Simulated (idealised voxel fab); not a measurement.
A process module follows: voxel gate over fins.
Cross-section cut: width 290 nm, square cells of 5 nm.
When this document writes out a cross-section, it uses a grid of square cells and lists it as bands, beginning at the top and moving down, with a band standing for one or more rows of cells.
It is stipulated that each band's entry specify, in nanometres, the height of the top of the band and then that of its bottom, followed by the materials of the band in left-to-right sequence, each together with its width in nanometres. A single material marked by the word "everywhere" is understood to fill the band from edge to edge; the word "air" is understood to denote empty space.
Height 0 is the level under which the wafer as received is all one material. The lowest band goes on downwards, as in "z 0 and below".
When a width is written as two numbers, as in "30..40", the first number is the width in the top row of cells of the band and the second is the width in its bottom row, and the width changes by the same amount from each row to the next.
A step reported as "nothing got changed" is a step in which no cell of the cross-section changed.
Entry "Enclosed void listing" = empty spaces >= 8 cells with no open way to the top; each as width x height at distance, distance from left edge, all nm.
On each step's line, the part that comes after the settings is the simulator's own comment on the step.
overlay nm, on a step with a mask: how far to the right of its planned place the mask lay; to the left if negative
Below is the list of planned process steps:
1,RECEIVE, material Si
2,CONFORMAL_DEP, material SiN, thk nm 5
3,MASKED_ETCH, tone cover, mask id FINS, width nm 15, pitch nm 40, etch materials SiN, depth nm 5, overlay nm 0
4,MASKED_ETCH, tone cover, mask id FINS, width nm 15, pitch nm 40, etch materials Si, depth nm 30, overlay nm 0
5,FILL_DEP, material SiO2, thk nm 10
6,CMP, height nm 5
7,SELECTIVE_ETCH, etch materials SiO2, depth nm 15
8,STRIP, etch materials SiN
9,CONFORMAL_DEP, material HfO2, thk nm 5
10,CONFORMAL_DEP, material TiN, thk nm 5
11,CONFORMAL_DEP, material TiAl, thk nm 5
12,CONFORMAL_DEP, material TiN, thk nm 5
13,FILL_DEP, material W, thk nm 10
14,CMP, height nm 25
15,CONFORMAL_DEP, material SiCN, thk nm 10
As-received state of the wafer in cross-section, equivalent to post-step 1:
* z 0 and below | Si everywhere
* Enclosed void listing: none
Post-module cross-section: identical start and plan to those above, one misstep in execution:
* z 35 to 20 | SiCN everywhere
* z 20 to 15 | 95 nm SiCN, then 95 nm TiN, then 100 nm SiCN
* z 15 to 10 | 95 nm SiCN, then 5 nm TiN, then 85 nm TiAl, then 5 nm TiN, then 100 nm SiCN
* z 10 to 5 | 100 nm TiN, then 5 nm TiAl, then 35 nm TiN, then 5 nm TiAl, then 35 nm TiN, then 5 nm TiAl, then 105 nm TiN
* z 5 to 0 | 105 nm TiAl, then 5 nm TiN, then 25 nm HfO2, then 5 nm TiN, then 5 nm TiAl, then 5 nm TiN, then 25 nm HfO2, then 5 nm TiN, then 110 nm TiAl
* z 0 to -5 | 110 nm TiN, then 5 nm HfO2, then 15 nm Si, then 5 nm HfO2, then 15 nm TiN, then 5 nm HfO2, then 15 nm Si, then 5 nm HfO2, then 115 nm TiN
* z -5 to -10 | 115 nm HfO2, then 15 nm Si, then 25 nm HfO2, then 15 nm Si, then 120 nm HfO2
* z -10 to -30 | 115 nm SiO2, then 15 nm Si, then 25 nm SiO2, then 15 nm Si, then 120 nm SiO2
* z -30 and below | Si everywhere
* Enclosed void listing: none
Deviation noted in wafer processing: step 13: run off-plan, actual operation and settings FILL_DEP, material SiCN, thk nm 10
